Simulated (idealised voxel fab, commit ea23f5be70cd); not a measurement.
The name of this process module is voxel ribs on slabs.
cross-section cut | 190 nm wide | cells 5 nm
How to read a cross-section here: the picture is a grid of square cells, written as bands going from the top down, and any band can span one or more rows of cells.
Heads up on the band format: heights come first, top then bottom, in nm. After that it's the materials left to right, each with its width in nm. A single material flagged "edge to edge" fills the whole band edge to edge, and "blank" means there's empty space there.
Height is counted from the level 0, under which the received wafer is composed throughout of one material. The lowest of the bands is not closed at the bottom but continues downward, in the notation "0 down".
With a width like "30 to 40", each row of cells in the band differs from the next by the same amount, the top row carrying the first number and the bottom row the second.
"remained unchanged" means the step left every cell of the cross-section as it was.
Voids not open to the top, 8 cells minimum: see "Fully sealed voids". Written width x height at distance; distance is from the left edge; nm.
The remark found on a step's line after its settings is issued by the simulator itself and pertains to that step.
A step's line can hold "overlay nm"; with a mask on that step, the setting says how far right of the planned place the mask lay, while a negative setting says it lay to the left.
### Listed below are the process steps as planned
- 1: RECEIVE with material Si
- 2: DIRECTIONAL_DEP with material SiO2, thk nm 25
- 3: DIRECTIONAL_DEP with material polySi, thk nm 25
- 4: DIRECTIONAL_DEP with material aC, thk nm 15
- 5: PATTERN with tone cover, mask id RIB, material resist, width nm 30, thk nm 35, overlay nm 0
- 6: DIRECTIONAL_ETCH with etch materials aC, depth nm 15
- 7: STRIP with etch materials resist
- 8: DIRECTIONAL_ETCH with etch materials polySi, depth nm 10
- 9: STRIP with etch materials aC
- 10: MASKED_ETCH with tone cover, mask id SLAB, width nm 90, etch materials polySi, depth nm 15, overlay nm 0
- 11: FILL_DEP with material SiO2, thk nm 20
- 12: CMP with height nm 65
- 13: DIRECTIONAL_DEP with material W, thk nm 5
- 14: PATTERN with tone cover, mask id HEATER, material resist, width nm 40, thk nm 15, overlay nm 0
- 15: DIRECTIONAL_ETCH with etch materials W, depth nm 5
- 16: STRIP with etch materials resist
- 17: CONFORMAL_DEP with material SiO2, thk nm 5
### as received, after step 1
> 0 down: Si edge to edge
> Fully sealed voids: none
### Post-module cross-section: identical start and plan to those above, one misstep in execution
> 65 to 60: 70 of blank | 50 of SiO2 | 70 of blank
> 60 to 55: 75 of SiO2 | 40 of W | 75 of SiO2
> 55 to 50: SiO2 edge to edge
> 50 to 40: 80 of SiO2 | 30 of polySi | 80 of SiO2
> 40 to 25: 50 of SiO2 | 90 of polySi | 50 of SiO2
> 25 to 0: SiO2 edge to edge
> 0 down: Si edge to edge
> Fully sealed voids: none
Want to know what went wrong? step 12 did not happen as planned, as run it was CMP with height nm 55
